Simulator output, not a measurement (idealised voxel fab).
process module | voxel transistor to metal
cross-section cut | 215 nm wide | cells 5 nm
A cross-section is a grid of square cells, given in bands from the top down. A band is one or more rows of cells.
Each band's line starts with the height of the band's top and of its bottom, in nm. Then come its materials from left to right, each with its width in nm. One material with "throughout" fills the band from edge to edge. "air" is empty space.
Height 0 is the level under which the wafer as received is all one material. The lowest band goes on downwards, as in "0 down".
A width such as "30 to 40" changes by the same amount from each row of cells to the next, from the band's top row to its bottom row.
"no change" after a step means that no cell of the cross-section changed.
closed voids: empty space of 8 cells or more with no open way to the top, each as width x height at its distance from the left edge, in nm
after a step's settings: what the simulator itself notes on the step
overlay nm, on a step with a mask: how far to the right of its planned place the mask lay; to the left if negative
plan
1 op RECEIVE | material Si
2 op OXIDIZE | depth nm 5
3 op CONFORMAL_DEP | material SiN | thk nm 10
4 op DIRECTIONAL_DEP | material aC | thk nm 10
5 op PATTERN | tone cover | mask id ACTIVE | material resist | width nm 110 | thk nm 25 | overlay nm 0
6 op DIRECTIONAL_ETCH | etch materials aC | depth nm 10
7 op STRIP | etch materials resist
8 op DIRECTIONAL_ETCH | etch materials SiN | depth nm 10
9 op DIRECTIONAL_ETCH | etch materials SiO2 | depth nm 5
10 op DIRECTIONAL_ETCH | etch materials Si | depth nm 35
11 op STRIP | etch materials aC
12 op OXIDIZE | depth nm 5
13 op FILL_DEP | material SiO2 | thk nm 10
14 op CMP | height nm 10
15 op SELECTIVE_ETCH | etch materials SiO2 | depth nm 10
16 op STRIP | etch materials SiN
17 op SELECTIVE_ETCH | etch materials SiO2 | depth nm 5
18 op OXIDIZE | depth nm 5
19 op DIRECTIONAL_DEP | material polySi | thk nm 25
20 op DIRECTIONAL_DEP | material SiCN | thk nm 10
21 op MASKED_ETCH | tone cover | mask id GATE | width nm 30 | etch materials SiCN | depth nm 20 | overlay nm 0
22 op MASKED_ETCH | tone cover | mask id GATE | width nm 30 | etch materials polySi | depth nm 35 | overlay nm 0
23 op CONFORMAL_DEP | material SiO2 | thk nm 5
24 op DIRECTIONAL_ETCH | etch materials SiO2 | depth nm 5
25 op CONFORMAL_DEP | material SiN | thk nm 5
26 op DIRECTIONAL_ETCH | etch materials SiN | depth nm 5
27 op DIRECTIONAL_ETCH | etch materials SiO2 | depth nm 5
28 op DIRECTIONAL_ETCH | etch materials Si | depth nm 15
29 op EPI | material SiGe | thk nm 20
30 op FILL_DEP | material SiO2 | thk nm 5
31 op CMP | height nm 20
32 op STRIP | etch materials polySi
33 op SELECTIVE_ETCH | etch materials SiO2 | depth nm 5
34 op CONFORMAL_DEP | material HfO2 | thk nm 5
35 op CONFORMAL_DEP | material TiN | thk nm 5
36 op FILL_DEP | material W | thk nm 10
37 op CMP | height nm 15
38 op DIRECTIONAL_DEP | material SiO2 | thk nm 10
39 op PATTERN | tone open | mask id CONTACT | material resist | width nm 15 | pitch nm 75 | thk nm 15 | overlay nm 0
40 op DIRECTIONAL_ETCH | etch materials SiO2 | depth nm 15
41 op STRIP | etch materials resist
42 op CONFORMAL_DEP | material TiN | thk nm 5
43 op FILL_DEP | material W | thk nm 10
44 op CMP | height nm 25
45 op CONFORMAL_DEP | material SiCN | thk nm 5
46 op DIRECTIONAL_DEP | material lowk | thk nm 25
47 op MASKED_ETCH | tone open | mask id METAL_1 | width nm 15 | pitch nm 75 | etch materials lowk | depth nm 25 | overlay nm 0
48 op MASKED_ETCH | tone open | mask id METAL_1 | width nm 15 | pitch nm 75 | etch materials SiCN | depth nm 5 | overlay nm 0
49 op CONFORMAL_DEP | material TiN | thk nm 5
50 op FILL_DEP | material W | thk nm 10
51 op CMP | height nm 55
52 op CONFORMAL_DEP | material SiCN | thk nm 5
as received, after step 1
  0 down: Si throughout
  closed voids: none
first wafer at the end, as planned
  60 to 55: SiCN throughout
  55 to 30: lowk 60 | TiN 5 | W 5 | TiN 5 | lowk 60 | TiN 5 | W 5 | TiN 5 | lowk 65
  30 to 25: SiCN 60 | TiN 15 | SiCN 60 | TiN 15 | SiCN 65
  25 to 15: SiO2 60 | TiN 5 | W 5 | TiN 5 | SiO2 60 | TiN 5 | W 5 | TiN 5 | SiO2 65
  15 to 10: SiO2 60 | TiN 15 | SiO2 5 | SiN 5 | HfO2 5 | TiN 5 | W 20 | TiN 5 | HfO2 5 | SiN 5 | SiO2 5 | TiN 15 | SiO2 65
  10 to 0: SiO2 60 | SiGe 20 | SiN 5 | HfO2 5 | TiN 5 | W 20 | TiN 5 | HfO2 5 | SiN 5 | SiGe 20 | SiO2 65
  0 to -5: SiO2 60 | SiGe 20 | SiN 5 | HfO2 5 | TiN 30 | HfO2 5 | SiN 5 | SiGe 20 | SiO2 65
  -5 to -10: SiO2 50 | SiGe 30 | SiO2 5 | HfO2 40 | SiO2 5 | SiGe 30 | SiO2 55
  -10 to -25: SiO2 55 | SiGe 25 | Si 50 | SiGe 25 | SiO2 60
  -25 to -45: SiO2 55 | Si 100 | SiO2 60
  -45 down: Si throughout
  closed voids: none
second wafer at the end: like start, like plan, one mistake
  60 to 55: SiCN throughout
  55 to 45: lowk 60 | TiN 5 | W 5 | TiN 5 | lowk 60 | TiN 5 | W 5 | TiN 5 | lowk 65
  45 to 40: SiCN 60 | TiN 15 | SiCN 60 | TiN 15 | SiCN 65
  40 to 30: W throughout
  30 to 25: TiN 65 | W 5 | TiN 70 | W 5 | TiN 70
  25 to 15: SiO2 60 | TiN 5 | W 5 | TiN 5 | SiO2 60 | TiN 5 | W 5 | TiN 5 | SiO2 65
  15 to 10: SiO2 60 | TiN 15 | SiO2 5 | SiN 5 | HfO2 5 | TiN 5 | W 20 | TiN 5 | HfO2 5 | SiN 5 | SiO2 5 | TiN 15 | SiO2 65
  10 to 0: SiO2 60 | SiGe 20 | SiN 5 | HfO2 5 | TiN 5 | W 20 | TiN 5 | HfO2 5 | SiN 5 | SiGe 20 | SiO2 65
  0 to -5: SiO2 60 | SiGe 20 | SiN 5 | HfO2 5 | TiN 30 | HfO2 5 | SiN 5 | SiGe 20 | SiO2 65
  -5 to -10: SiO2 50 | SiGe 30 | SiO2 5 | HfO2 40 | SiO2 5 | SiGe 30 | SiO2 55
  -10 to -25: SiO2 55 | SiGe 25 | Si 50 | SiGe 25 | SiO2 60
  -25 to -45: SiO2 55 | Si 100 | SiO2 60
  -45 down: Si throughout
  closed voids: none
what went wrong: step 44 was left out
at the end the second wafer has, in cells: 29 more of TiN | 82 more of W | 111 fewer of lowk
